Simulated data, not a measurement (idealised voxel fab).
The following is a process module called voxel wiring stack.
It is cross-section cut that appears here, measuring 245 nm in width, its square cells being 5 nm in size.
Heads up, the way a cross-section reads in here is a grid of square cells, handed over as bands from the top down, with every band being one or more rows of cells. Band: top height; bottom height; in nm. Then, left to right: material with width in nm, for each material. "edge to edge": a single material spanning edge to edge. "blank": empty space. For the purposes of this specification, 0 denotes the height below which the wafer in its as-received condition is composed wholly of one material, and the lowermost band, lacking a lower limit, extends downward without end, as expressed in "0 and below". Think of "30..40" as a width that walks from the first number to the second as you go down the band, top row to bottom row, taking equal-sized steps from row to row. "same as before" (step): cross-section cells unchanged, all of them. In the "Sealed voids" entry, you get each enclosed empty space of 8 cells or more, one with no open way to the top, written width x height at distance, distance from the left edge, in nm. The remark found on a step's line after its settings is issued by the simulator itself and pertains to that step. The "overlay nm" setting may appear on a step's line; for a step that uses a mask, it gives how far to the right of its planned position the mask lay, and a negative value indicates the left.

### This section lists the process steps that were planned
1. RECEIVE: material Si
2. CONFORMAL_DEP: material SiO2, thk nm 10
3. CONFORMAL_DEP: material SiN, thk nm 5
4. DIRECTIONAL_DEP: material SiO2, thk nm 20
5. DIRECTIONAL_DEP: material aC, thk nm 10
6. PATTERN: tone open, mask id METAL_1, material resist, width nm 30, pitch nm 55, thk nm 25, overlay nm 0
7. DIRECTIONAL_ETCH: etch materials aC, depth nm 10
8. STRIP: etch materials resist
9. DIRECTIONAL_ETCH: etch materials SiO2, depth nm 20
10. DIRECTIONAL_ETCH: etch materials SiN, depth nm 5
11. STRIP: etch materials aC
12. CONFORMAL_DEP: material TiN, thk nm 5
13. FILL_DEP: material Ru, thk nm 5
14. CMP: height nm 35
15. CONFORMAL_DEP: material SiCN, thk nm 5
16. DIRECTIONAL_DEP: material SiO2, thk nm 10
17. PATTERN: tone open, mask id PLUG_1, material resist, width nm 15, pitch nm 55, thk nm 15, overlay nm 0
18. DIRECTIONAL_ETCH: etch materials SiO2, depth nm 10
19. DIRECTIONAL_ETCH: etch materials SiCN, depth nm 5
20. STRIP: etch materials resist
21. EPI: material Ru, thk nm 10
22. EPI: material Ru, thk nm 5
23. DIRECTIONAL_DEP: material TiN, thk nm 5
24. DIRECTIONAL_DEP: material W, thk nm 25
25. MASKED_ETCH: tone cover, mask id METAL_2, width nm 30, pitch nm 55, etch materials W, depth nm 25, overlay nm 0
26. MASKED_ETCH: tone cover, mask id METAL_2, width nm 30, pitch nm 55, etch materials TiN, depth nm 5, overlay nm 0
27. CONFORMAL_DEP: material SiN, thk nm 5
28. FILL_DEP: material lowk, thk nm 5
29. CMP: height nm 80
30. CONFORMAL_DEP: material SiCN, thk nm 5
31. DIRECTIONAL_DEP: material SiO2, thk nm 10
32. MASKED_ETCH: tone open, mask id PLUG_2, width nm 15, pitch nm 55, etch materials SiO2, depth nm 10, overlay nm 0
33. MASKED_ETCH: tone open, mask id PLUG_2, width nm 15, pitch nm 55, etch materials SiCN, depth nm 5, overlay nm 0
34. EPI: material Ru, thk nm 10
35. EPI: material Ru, thk nm 5
36. CONFORMAL_DEP: material SiCN, thk nm 5
37. DIRECTIONAL_DEP: material lowk, thk nm 25
38. MASKED_ETCH: tone open, mask id METAL_3, width nm 30, pitch nm 55, etch materials lowk, depth nm 25, overlay nm 0
39. MASKED_ETCH: tone open, mask id METAL_3, width nm 30, pitch nm 55, etch materials SiCN, depth nm 5, overlay nm 0
40. CONFORMAL_DEP: material TiN, thk nm 5
41. FILL_DEP: material W, thk nm 10
42. CMP: height nm 125
43. CONFORMAL_DEP: material SiCN, thk nm 5

### Step 1 complete: cross-section of the wafer as received
0 and below = Si edge to edge
Sealed voids: none

### Cross-sectional image of the first of two wafers at the end of the module, the run having proceeded as planned
130 down to 125 = SiCN edge to edge
125 down to 100 = lowk=80; TiN=5; W=20; TiN=5; lowk=25; TiN=5; W=20; TiN=5; lowk=80
100 down to 95 = SiCN=80; TiN=30; SiCN=25; TiN=30; SiCN=80
95 down to 85 = SiO2=80; Ru=15; SiO2=40; Ru=15; SiO2=95
85 down to 80 = SiCN=80; Ru=15; SiCN=40; Ru=15; SiCN=95
80 down to 55 = lowk=75; SiN=5; W=30; SiN=5; lowk=15; SiN=5; W=30; SiN=5; lowk=75
55 down to 50 = SiN=80; TiN=30; SiN=25; TiN=30; SiN=80
50 down to 40 = SiO2=80; Ru=15; SiO2=40; Ru=15; SiO2=95
40 down to 35 = SiCN=80; Ru=15; SiCN=40; Ru=15; SiCN=95
35 down to 15 = SiO2=80; TiN=5; Ru=20; TiN=5; SiO2=25; TiN=5; Ru=20; TiN=5; SiO2=80
15 down to 10 = SiN=80; TiN=30; SiN=25; TiN=30; SiN=80
10 down to 0 = SiO2 edge to edge
0 and below = Si edge to edge
Sealed voids: none

### Second wafer of the two, sectioned at the end of the module. It began like the first and followed the same plan, but one mistake was made while running it
130 down to 125 = SiCN edge to edge
125 down to 100 = lowk=80; TiN=5; W=20; TiN=5; lowk=25; TiN=5; W=20; TiN=5; lowk=80
100 down to 95 = SiCN=80; TiN=30; SiCN=25; TiN=30; SiCN=80
95 down to 85 = SiO2=80; Ru=15; SiO2=40; Ru=15; SiO2=95
85 down to 80 = SiCN=80; Ru=15; SiCN=40; Ru=15; SiCN=95
80 down to 65 = lowk=65; SiN=15; W=30; SiN=25; W=30; SiN=15; lowk=65
65 down to 55 = SiN=80; W=30; SiN=25; W=30; SiN=80
55 down to 50 = SiN=80; TiN=30; SiN=25; TiN=30; SiN=80
50 down to 40 = SiO2=80; Ru=15; SiO2=40; Ru=15; SiO2=95
40 down to 35 = SiCN=80; Ru=15; SiCN=40; Ru=15; SiCN=95
35 down to 15 = SiO2=80; TiN=5; Ru=20; TiN=5; SiO2=25; TiN=5; Ru=20; TiN=5; SiO2=80
15 down to 10 = SiN=80; TiN=30; SiN=25; TiN=30; SiN=80
10 down to 0 = SiO2 edge to edge
0 and below = Si edge to edge
Sealed voids: none
Error vs. plan: step 27 was processed under conditions differing from the plan, specifically as CONFORMAL_DEP: material SiN, thk nm 15
It is noted that, at the conclusion of processing, the second wafer exhibits a higher or lower cell count for certain materials relative to the first: SiN: 87 more | lowk: 87 fewer
